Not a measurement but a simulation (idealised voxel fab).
Documented hereafter: the process module known as voxel self aligned vias.
Displayed cross-section: cut, width of 280 nm, square cells sized 5 nm.
A cross-section is a grid of square cells, given in bands from the top down. A band is one or more rows of cells.
Band: top and bottom heights (nm) first, top before bottom; then materials from left to right, widths in nm. "throughout" marks a sole material filling the band edge to edge. "empty" denotes empty space.
Basically, 0 is our baseline, since under it the wafer straight out of the box is all one material. The bottom band has no lower end and keeps on going down, so it looks like "from 0 down".
Graded width ("30->40"): value in top row of band = first number; value in bottom row = second number; row-to-row change constant.
It should be understood that the words "left unchanged", when stated for a given step, signify that the cross-section underwent no change in any of its cells during that step.
"Enclosed cavities" contains a list of empty spaces, each no smaller than 8 cells and without an open way to the top, written in the form width x height at distance with the distance from the left edge and all three in nm.
The remark found on a step's line after its settings is issued by the simulator itself and pertains to that step.
When a step includes a mask, the "overlay nm" setting on its line states how far to the right of its planned place that mask lay, and negative values state how far to the left.
Process steps (planned)
1 op RECEIVE | material Si
2 op CONFORMAL_DEP | material SiO2 | thk nm 10
3 op CONFORMAL_DEP | material SiCN | thk nm 5
4 op DIRECTIONAL_DEP | material lowk | thk nm 20
5 op DIRECTIONAL_DEP | material aC | thk nm 10
6 op PATTERN | tone open | mask id LINES | material resist | width nm 30 | pitch nm 65 | thk nm 30 | overlay nm 0
7 op DIRECTIONAL_ETCH | etch materials aC | depth nm 10
8 op STRIP | etch materials resist
9 op DIRECTIONAL_ETCH | etch materials lowk | depth nm 20
10 op STRIP | etch materials aC
11 op CONFORMAL_DEP | material TiN | thk nm 5
12 op FILL_DEP | material W | thk nm 10
13 op CMP | height nm 35
14 op SELECTIVE_ETCH | etch materials W Ru TiN | depth nm 5
15 op FILL_DEP | material SiN | thk nm 5
16 op CMP | height nm 35
17 op DIRECTIONAL_DEP | material lowk | thk nm 20
18 op PATTERN | tone open | mask id VIAS | material resist | width nm 40 | thk nm 20 | overlay nm 0
19 op DIRECTIONAL_ETCH | etch materials lowk | depth nm 20
20 op DIRECTIONAL_ETCH | etch materials SiN | depth nm 5
21 op STRIP | etch materials resist
22 op CONFORMAL_DEP | material TiN | thk nm 5
23 op FILL_DEP | material Cu | thk nm 5
24 op CMP | height nm 55
25 op CONFORMAL_DEP | material SiN | thk nm 5
Received-state cross-section, reflecting completion of step 1
- from 0 down  Si throughout
- Enclosed cavities: none
The cross-section shown corresponds to the wafer at the conclusion of the module. The initial structure and the process plan are those presented above; however, one mistake occurred in executing the plan
- from 60 to 55  SiN throughout
- from 55 to 35  lowk 85 nm / TiN 5 nm / Cu 30 nm / TiN 5 nm / lowk 155 nm
- from 35 to 30  lowk 85 nm / TiN 40 nm / lowk 30 nm / SiN 30 nm / lowk 95 nm
- from 30 to 20  lowk 85 nm / TiN 10 nm / W 20 nm / TiN 10 nm / lowk 30 nm / TiN 5 nm / W 20 nm / TiN 5 nm / lowk 95 nm
- from 20 to 15  lowk 85 nm / TiN 40 nm / lowk 30 nm / TiN 30 nm / lowk 95 nm
- from 15 to 10  SiCN throughout
- from 10 to 0  SiO2 throughout
- from 0 down  Si throughout
- Enclosed cavities: none
What went wrong in running the wafer? yeah, plan step 19 got run twice
